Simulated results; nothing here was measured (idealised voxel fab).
The following is a process module called voxel capacitor over wiring.
Xsec cut, 270 nm wide, square cell size 5 nm.
Format of a cross-section: grid, square cells. Given as bands. Order: top down. Band: one or more rows of cells. Band: top height; bottom height; in nm. Then, left to right: material with width in nm, for each material. "all across": a single material spanning edge to edge. "empty": empty space. Heads up on the height convention: 0 is the point under which the incoming wafer is all one material, and the lowest band has no bottom, it just keeps going down, like "0 -> down". Read "30..40" as a graded width: first number on top, second number at the bottom, same change between each pair of neighbouring rows. Basically "all unchanged" means that step didn't change any cell in the cross-section. Heads up: "Fully sealed cavities" only lists the empty pockets with no open path to the top that are 8 cells or more, and it writes them as width x height at distance, distance from the left edge, in nm. Post-settings text on a step line: simulator's own remark regarding the step. A step line may carry the setting "overlay nm", which, for steps involving a mask, states the distance by which the mask lay to the right of its intended position; negative values denote displacement to the left.
-- So here's the lineup of process steps we planned
1) RECEIVE [material Si]
2) CONFORMAL_DEP [material SiO2] [thk nm 15]
3) CONFORMAL_DEP [material SiN] [thk nm 5]
4) DIRECTIONAL_DEP [material SiO2] [thk nm 20]
5) PATTERN [tone open] [mask id METAL_1] [material resist] [width nm 30] [pitch nm 90] [thk nm 20] [overlay nm 0]
6) DIRECTIONAL_ETCH [etch materials SiO2] [depth nm 20]
7) DIRECTIONAL_ETCH [etch materials SiN] [depth nm 5]
8) STRIP [etch materials resist]
9) CONFORMAL_DEP [material TiN] [thk nm 5]
10) FILL_DEP [material Ru] [thk nm 10]
11) CMP [height nm 40]
12) EPI [material Ru] [thk nm 5]
13) FILL_DEP [material SiCN] [thk nm 5]
14) DIRECTIONAL_DEP [material lowk] [thk nm 15]
15) DIRECTIONAL_DEP [material aC] [thk nm 10]
16) PATTERN [tone open] [mask id PLUG_1] [material resist] [width nm 15] [thk nm 25] [overlay nm 0]
17) DIRECTIONAL_ETCH [etch materials aC] [depth nm 10]
18) STRIP [etch materials resist]
19) DIRECTIONAL_ETCH [etch materials lowk] [depth nm 15]
20) DIRECTIONAL_ETCH [etch materials SiCN] [depth nm 5]
21) STRIP [etch materials aC]
22) CONFORMAL_DEP [material TiN] [thk nm 5]
23) FILL_DEP [material Cu] [thk nm 5]
24) CMP [height nm 65]
25) DIRECTIONAL_DEP [material TiN] [thk nm 5]
26) DIRECTIONAL_DEP [material Al2O3] [thk nm 5]
27) DIRECTIONAL_DEP [material TiN] [thk nm 10]
28) DIRECTIONAL_DEP [material aC] [thk nm 15]
29) PATTERN [tone cover] [mask id UPPER_PLATE] [material resist] [width nm 65] [thk nm 35] [overlay nm 0]
30) DIRECTIONAL_ETCH [etch materials aC] [depth nm 15]
31) STRIP [etch materials resist]
32) DIRECTIONAL_ETCH [etch materials TiN] [depth nm 10]
33) DIRECTIONAL_ETCH [etch materials Al2O3] [depth nm 5]
34) STRIP [etch materials aC]
35) PATTERN [tone cover] [mask id LOWER_PLATE] [material resist] [width nm 75] [thk nm 20] [overlay nm 0]
36) DIRECTIONAL_ETCH [etch materials TiN] [depth nm 5]
37) STRIP [etch materials resist]
38) FILL_DEP [material SiO2] [thk nm 15]
39) CMP [height nm 95]
40) MASKED_ETCH [tone open] [mask id PLUG_2] [width nm 15] [etch materials SiO2] [depth nm 10] [overlay nm 0]
41) CONFORMAL_DEP [material TiN] [thk nm 5]
42) FILL_DEP [material Cu] [thk nm 10]
43) CMP [height nm 95]
44) CONFORMAL_DEP [material SiCN] [thk nm 5]
-- Cross-section of the wafer at receipt, which is the condition after step 1
> 0 -> down = Si all across
> Fully sealed cavities: none
-- End state of the module in cross-section, given the above starting point and plan and one mistake in execution
> 100 -> 95 = SiCN all across
> 95 -> 90 = SiO2 100 | TiN 5 | Cu 5 | TiN 5 | SiO2 155
> 90 -> 85 = SiO2 100 | TiN 15 | SiO2 155
> 85 -> 75 = SiO2 90 | TiN 65 | SiO2 115
> 75 -> 70 = SiO2 90 | Al2O3 65 | SiO2 115
> 70 -> 65 = SiO2 85 | TiN 75 | SiO2 110
> 65 -> 50 = lowk 90 | TiN 5 | Cu 5 | TiN 5 | lowk 165
> 50 -> 45 = SiCN 90 | TiN 15 | SiCN 165
> 45 -> 40 = SiCN 80 | Ru 40 | SiCN 50 | Ru 40 | SiCN 60
> 40 -> 20 = SiO2 85 | TiN 5 | Ru 20 | TiN 5 | SiO2 60 | TiN 5 | Ru 20 | TiN 5 | SiO2 65
> 20 -> 15 = SiN 85 | TiN 30 | SiN 60 | TiN 30 | SiN 65
> 15 -> 0 = SiO2 all across
> 0 -> down = Si all across
> Fully sealed cavities: none
Here's what went sideways: step 5: run off-plan, actual operation and settings PATTERN [tone open] [mask id METAL_1] [material resist] [width nm 30] [pitch nm 90] [thk nm 20] [overlay nm 10]
